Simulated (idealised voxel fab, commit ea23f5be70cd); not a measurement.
Title: Process Module voxel self aligned contacts
cross-section cut | 230 nm wide | cells 5 nm
A cross-section is a grid of square cells, given in bands from the top down. A band is one or more rows of cells.
Within each band entry, the heights of the top and of the bottom of the band appear first, in that order and in nm; the materials of the band then follow from left to right, each with its corresponding width in nm. The designation "all across" on a single material indicates that it fills the band from edge to edge; the designation "empty" indicates empty space.
A quick word on heights: they are counted from 0, and under that level the wafer as it came to us is one material throughout. The lowest band is different from the rest in having no bottom; it simply continues downward, written as in "from 0 down".
Per-row width for "30 to 40": begins at first number (top row of band), ends at second number (bottom row), increment between rows held constant.
"nothing changed" (step): cross-section cells unchanged, all of them.
Enclosed voids (no open way to top), threshold 8 cells or more, entry "Sealed void inventory", notation width x height at distance, distance from left edge, nm.
Read whatever lies past the settings on a step's line as the simulator's own remark about the step.
Regarding "overlay nm": on a step with a mask, it is the distance the mask lay to the right of its planned place; a negative value places it to the left.

[The process steps that were planned are listed below]
| 1 | RECEIVE, material Si |
| 2 | OXIDIZE, depth nm 5 |
| 3 | DIRECTIONAL_DEP, material polySi, thk nm 30 |
| 4 | DIRECTIONAL_DEP, material SiN, thk nm 20 |
| 5 | DIRECTIONAL_DEP, material aC, thk nm 10 |
| 6 | PATTERN, tone cover, mask id GATE, material resist, width nm 30, pitch nm 60, thk nm 25, overlay nm 0 |
| 7 | DIRECTIONAL_ETCH, etch materials aC, depth nm 10 |
| 8 | STRIP, etch materials resist |
| 9 | DIRECTIONAL_ETCH, etch materials SiN, depth nm 20 |
| 10 | DIRECTIONAL_ETCH, etch materials polySi, depth nm 30 |
| 11 | STRIP, etch materials aC |
| 12 | CONFORMAL_DEP, material SiN, thk nm 5 |
| 13 | DIRECTIONAL_ETCH, etch materials SiN, depth nm 5 |
| 14 | FILL_DEP, material SiO2, thk nm 15 |
| 15 | CMP, height nm 60 |
| 16 | MASKED_ETCH, tone open, mask id CONTACT, width nm 40, pitch nm 60, etch materials SiO2, depth nm 65, overlay nm 0 |
| 17 | CONFORMAL_DEP, material TiN, thk nm 5 |
| 18 | FILL_DEP, material W, thk nm 10 |
| 19 | CMP, height nm 60 |
| 20 | CONFORMAL_DEP, material SiN, thk nm 5 |

[Cross-section of the wafer upon arrival, representing the state reached after step 1]
    from 0 down: Si all across
    Sealed void inventory: none

[Cross-sectional view of the first of the two wafers upon completion of the module, processed in accordance with the plan]
    from 65 to 60: SiN all across
    from 60 to 50: SiO2=65 / TiN=5 to 15 / W=30 to 10 / TiN=5 to 15 / SiO2=20 / TiN=5 to 15 / W=30 to 10 / TiN=5 to 15 / SiO2=65
    from 50 to 30: SiO2=35 / SiN=40 / TiN=5 / W=10 / TiN=5 / SiN=40 / TiN=5 / W=10 / TiN=5 / SiN=40 / SiO2=35
    from 30 to 0: SiO2=35 / SiN=5 / polySi=30 / SiN=5 / TiN=5 / W=10 / TiN=5 / SiN=5 / polySi=30 / SiN=5 / TiN=5 / W=10 / TiN=5 / SiN=5 / polySi=30 / SiN=5 / SiO2=35
    from 0 to -5: SiO2=75 / TiN=20 / SiO2=40 / TiN=20 / SiO2=75
    from -5 down: Si all across
    Sealed void inventory: none

[Wafer two, sectioned after the module: the first wafer's start, the first wafer's plan, and one mistake in how it was run]
    from 65 to 60: SiN all across
    from 60 to 50: SiO2=65 / TiN=5 / W=30 / TiN=5 / SiO2=20 / TiN=5 / W=30 / TiN=5 / SiO2=65
    from 50 to 45: SiO2=65 / TiN=10 / W=20 / TiN=10 / SiO2=20 / TiN=10 / W=20 / TiN=10 / SiO2=65
    from 45 to 30: SiO2=40 / SiN=30 / TiN=5 / W=20 / TiN=5 / SiN=30 / TiN=5 / W=20 / TiN=5 / SiN=30 / SiO2=40
    from 30 to 0: SiO2=40 / polySi=30 / TiN=5 / W=20 / TiN=5 / polySi=30 / TiN=5 / W=20 / TiN=5 / polySi=30 / SiO2=40
    from 0 to -5: SiO2=70 / TiN=30 / SiO2=30 / TiN=30 / SiO2=70
    from -5 down: Si all across
    Sealed void inventory: none
What went wrong in running the wafer? the plan's step 12 was left out and never carried out
Upon completion, the second wafer contains, in terms of cells, a greater or smaller amount of certain materials than the first wafer: -78 SiN; +30 SiO2; +48 W
